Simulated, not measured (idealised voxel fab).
Process module name: voxel fin reveal
Section shown: cut. Width: 255 nm. Cell size: 5 nm, square.
A cross-section in this document is a grid of square cells, and it is written down as bands, the top band listed before the ones below it; a band is made up of one or more rows of cells.
Band entry format. Leading values: height of top, height of bottom, nm. Remainder: materials in left-to-right order, each with its width in nm. Special words: "throughout" on a single material, which then fills the band edge to edge; "blank", empty space.
Heights are expressed relative to 0, this being the level below which the as-received wafer comprises one material exclusively. The lowest band is unbounded in the downward direction and is denoted as in "z 0 and below".
A width given as "30 to 40" starts at the first number in the band's top row and ends at the second number in its bottom row, shifting by an equal amount at every step from row to row.
"no alteration" means the step left every cell of the cross-section as it was.
Closed-off voids of 8+ cells (no open route to the top) go in "Unvented voids", written width x height at distance from the left edge, in nm.
Whatever follows a step's settings on its line is a remark the simulator itself makes about that step.
overlay nm: mask right of planned place by this much (step with mask). Neg. = left.
-- This section lists the process steps that were planned
1: RECEIVE with material Si
2: CONFORMAL_DEP with material SiN, thk nm 10
3: PATTERN with tone cover, mask id FINS, material resist, width nm 15, pitch nm 40, thk nm 15, overlay nm 0
4: DIRECTIONAL_ETCH with etch materials SiN, depth nm 10
5: DIRECTIONAL_ETCH with etch materials Si, depth nm 35
6: STRIP with etch materials resist
7: OXIDIZE with depth nm 5
8: FILL_DEP with material SiO2, thk nm 15
9: CMP with height nm 10
10: SELECTIVE_ETCH with etch materials SiO2, depth nm 35
11: STRIP with etch materials SiN
-- The first of two wafers, run as planned
-- As-received wafer cross-section (after step 1)
- z 0 and below = Si throughout
- Unvented voids: none
-- Sectional view: wafer, after step 2
- z 10 to 0 = SiN throughout
- Lower than 0, everything is as it was.
-- Sectional view: wafer, after step 3
- z 25 to 10 = blank: 80; resist: 15; blank: 25; resist: 15; blank: 25; resist: 15; blank: 80
- Lower than 10, everything is as it was.
-- Sectional view: wafer, after step 4
- z 25 to 10 = blank: 80; resist: 15; blank: 25; resist: 15; blank: 25; resist: 15; blank: 80
- z 10 to 0 = blank: 80; SiN: 15; blank: 25; SiN: 15; blank: 25; SiN: 15; blank: 80
- Lower than 0, everything is as it was.
-- Sectional view: wafer, after step 5
- z 25 to 10 = blank: 80; resist: 15; blank: 25; resist: 15; blank: 25; resist: 15; blank: 80
- z 10 to 0 = blank: 80; SiN: 15; blank: 25; SiN: 15; blank: 25; SiN: 15; blank: 80
- z 0 to -35 = blank: 80; Si: 15; blank: 25; Si: 15; blank: 25; Si: 15; blank: 80
- Lower than -35, everything is as it was.
-- Sectional view: wafer, after step 6
- z 10 to 0 = blank: 80; SiN: 15; blank: 25; SiN: 15; blank: 25; SiN: 15; blank: 80
- Lower than 0, everything is as it was.
-- Sectional view: wafer, after step 7
- z 10 to 0 = blank: 80; SiN: 15; blank: 25; SiN: 15; blank: 25; SiN: 15; blank: 80
- z 0 to -35 = blank: 80; SiO2: 5; Si: 5; SiO2: 5; blank: 25; SiO2: 5; Si: 5; SiO2: 5; blank: 25; SiO2: 5; Si: 5; SiO2: 5; blank: 80
- z -35 to -40 = SiO2: 85; Si: 5; SiO2: 35; Si: 5; SiO2: 35; Si: 5; SiO2: 85
- Lower than -40, everything is as it was.
-- Sectional view: wafer, after step 8
- z 25 to 10 = SiO2 throughout
- z 10 to 0 = SiO2: 80; SiN: 15; SiO2: 25; SiN: 15; SiO2: 25; SiN: 15; SiO2: 80
- z 0 to -40 = SiO2: 85; Si: 5; SiO2: 35; Si: 5; SiO2: 35; Si: 5; SiO2: 85
- Lower than -40, everything is as it was.
-- Sectional view: wafer, after step 9
- z 10 to 0 = SiO2: 80; SiN: 15; SiO2: 25; SiN: 15; SiO2: 25; SiN: 15; SiO2: 80
- Lower than 0, everything is as it was.
-- Sectional view: wafer, after step 10
- z 10 to 0 = blank: 80; SiN: 15; blank: 25; SiN: 15; blank: 25; SiN: 15; blank: 80
- z 0 to -25 = blank: 85; Si: 5; blank: 35; Si: 5; blank: 35; Si: 5; blank: 85
- Lower than -25, everything is as it was.
-- Sectional view: wafer, after step 11
- z 0 to -25 = blank: 85; Si: 5; blank: 35; Si: 5; blank: 35; Si: 5; blank: 85
- Lower than -25, everything is as it was.
-- Wafer two of two - same starting point, same process plan, one mistake in execution; matches wafer one up to and including step 2
-- Second wafer shown in cross-section at the time step 3 was slated to end
- z 25 to 10 = blank: 80; resist: 20; blank: 20; resist: 20; blank: 20; resist: 20; blank: 75
- Lower than 10, everything is as it was.
-- Second wafer shown in cross-section at the time step 4 was slated to end
- z 25 to 10 = blank: 80; resist: 20; blank: 20; resist: 20; blank: 20; resist: 20; blank: 75
- z 10 to 0 = blank: 80; SiN: 20; blank: 20; SiN: 20; blank: 20; SiN: 20; blank: 75
- Lower than 0, everything is as it was.
-- Second wafer shown in cross-section at the time step 5 was slated to end
- z 25 to 10 = blank: 80; resist: 20; blank: 20; resist: 20; blank: 20; resist: 20; blank: 75
- z 10 to 0 = blank: 80; SiN: 20; blank: 20; SiN: 20; blank: 20; SiN: 20; blank: 75
- z 0 to -35 = blank: 80; Si: 20; blank: 20; Si: 20; blank: 20; Si: 20; blank: 75
- Lower than -35, everything is as it was.
-- Second wafer shown in cross-section at the time step 6 was slated to end
- z 10 to 0 = blank: 80; SiN: 20; blank: 20; SiN: 20; blank: 20; SiN: 20; blank: 75
- Lower than 0, everything is as it was.
-- Second wafer shown in cross-section at the time step 7 was slated to end
- z 10 to 0 = blank: 80; SiN: 20; blank: 20; SiN: 20; blank: 20; SiN: 20; blank: 75
- z 0 to -35 = blank: 80; SiO2: 5; Si: 10; SiO2: 5; blank: 20; SiO2: 5; Si: 10; SiO2: 5; blank: 20; SiO2: 5; Si: 10; SiO2: 5; blank: 75
- z -35 to -40 = SiO2: 85; Si: 10; SiO2: 30; Si: 10; SiO2: 30; Si: 10; SiO2: 80
- Lower than -40, everything is as it was.
-- Second wafer shown in cross-section at the time step 8 was slated to end
- z 25 to 10 = SiO2 throughout
- z 10 to 0 = SiO2: 80; SiN: 20; SiO2: 20; SiN: 20; SiO2: 20; SiN: 20; SiO2: 75
- z 0 to -40 = SiO2: 85; Si: 10; SiO2: 30; Si: 10; SiO2: 30; Si: 10; SiO2: 80
- Lower than -40, everything is as it was.
-- Second wafer shown in cross-section at the time step 9 was slated to end
- z 10 to 0 = SiO2: 80; SiN: 20; SiO2: 20; SiN: 20; SiO2: 20; SiN: 20; SiO2: 75
- Lower than 0, everything is as it was.
-- Second wafer shown in cross-section at the time step 10 was slated to end
- z 10 to 0 = blank: 80; SiN: 20; blank: 20; SiN: 20; blank: 20; SiN: 20; blank: 75
- z 0 to -25 = blank: 85; Si: 10; blank: 30; Si: 10; blank: 30; Si: 10; blank: 80
- Lower than -25, everything is as it was.
-- Second wafer shown in cross-section at the time step 11 was slated to end
- z 0 to -25 = blank: 85; Si: 10; blank: 30; Si: 10; blank: 30; Si: 10; blank: 80
- Lower than -25, everything is as it was.
In executing the process, a mistake was made relative to the plan: step 3 did not use the planned setting and instead ran as PATTERN with tone cover, mask id FINS, material resist, width nm 20, pitch nm 40, thk nm 15, overlay nm 0
The second wafer ends with more or fewer cells of some materials than the first, per final count: Si +24; SiO2 -9
